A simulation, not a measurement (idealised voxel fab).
process module | voxel gate over fins
cross-section cut | 205 nm wide | cells 5 nm
A cross-section is a grid of square cells, given in bands from the top down. A band is one or more rows of cells.
Each band's line starts with the height of the band's top and of its bottom, in nm. Then come its materials from left to right, each with its width in nm. One material with "throughout" fills the band from edge to edge. "air" is empty space.
Height 0 is the level under which the wafer as received is all one material. The lowest band goes on downwards, as in "0 down".
A width such as "30 to 40" changes by the same amount from each row of cells to the next, from the band's top row to its bottom row.
"no change" after a step means that no cell of the cross-section changed.
closed voids: empty space of 8 cells or more with no open way to the top, each as width x height at its distance from the left edge, in nm
after a step's settings: what the simulator itself notes on the step
overlay nm, on a step with a mask: how far to the right of its planned place the mask lay; to the left if negative
plan
1 op RECEIVE | material Si
2 op CONFORMAL_DEP | material SiN | thk nm 5
3 op MASKED_ETCH | tone cover | mask id FINS | width nm 15 | pitch nm 40 | etch materials SiN | depth nm 5 | overlay nm 0
4 op MASKED_ETCH | tone cover | mask id FINS | width nm 15 | pitch nm 40 | etch materials Si | depth nm 40 | overlay nm 0
5 op OXIDIZE | depth nm 5
6 op FILL_DEP | material SiO2 | thk nm 5
7 op CMP | height nm 5
8 op SELECTIVE_ETCH | etch materials SiO2 | depth nm 15
9 op STRIP | etch materials SiN
10 op CONFORMAL_DEP | material HfO2 | thk nm 5
11 op CONFORMAL_DEP | material TiN | thk nm 5
12 op FILL_DEP | material W | thk nm 15
13 op CMP | height nm 20
14 op CONFORMAL_DEP | material SiCN | thk nm 10
as received, after step 1
  0 down: Si throughout
  closed voids: none
first wafer at the end, as planned
  30 to 20: SiCN throughout
  20 to 10: W throughout
  10 to 5: W 70 | TiN 25 | W 15 | TiN 25 | W 70
  5 to 0: W 70 | TiN 5 | HfO2 15 | TiN 5 | W 15 | TiN 5 | HfO2 15 | TiN 5 | W 70
  0 to -5: TiN 75 | HfO2 5 | Si 5 | HfO2 5 | TiN 25 | HfO2 5 | Si 5 | HfO2 5 | TiN 75
  -5 to -10: HfO2 80 | Si 5 | HfO2 35 | Si 5 | HfO2 80
  -10 to -45: SiO2 80 | Si 5 | SiO2 35 | Si 5 | SiO2 80
  -45 down: Si throughout
  closed voids: none
second wafer at the end: like start, like plan, one mistake
  30 to 20: SiCN throughout
  20 to 10: W throughout
  10 to 5: W 70 | TiN 25 | W 15 | TiN 25 | W 70
  5 to 0: W 65 | TiN 10 | HfO2 15 | TiN 5 | W 10 | TiN 10 | HfO2 15 | TiN 5 | W 70
  0 to -5: TiN 70 | HfO2 10 | Si 5 | HfO2 5 | TiN 20 | HfO2 10 | Si 5 | HfO2 5 | TiN 75
  -5 to -10: HfO2 75 | Si 10 | HfO2 30 | Si 10 | HfO2 80
  -10 to -45: SiO2 75 | Si 10 | SiO2 30 | Si 10 | SiO2 80
  -45 down: Si throughout
  closed voids: none
what went wrong: step 4 ran as: op MASKED_ETCH | tone cover | mask id FINS | width nm 15 | pitch nm 40 | etch materials Si | depth nm 40 | overlay nm -5
at the end the second wafer has, in cells: 16 more of Si | 14 fewer of SiO2 | 2 fewer of W
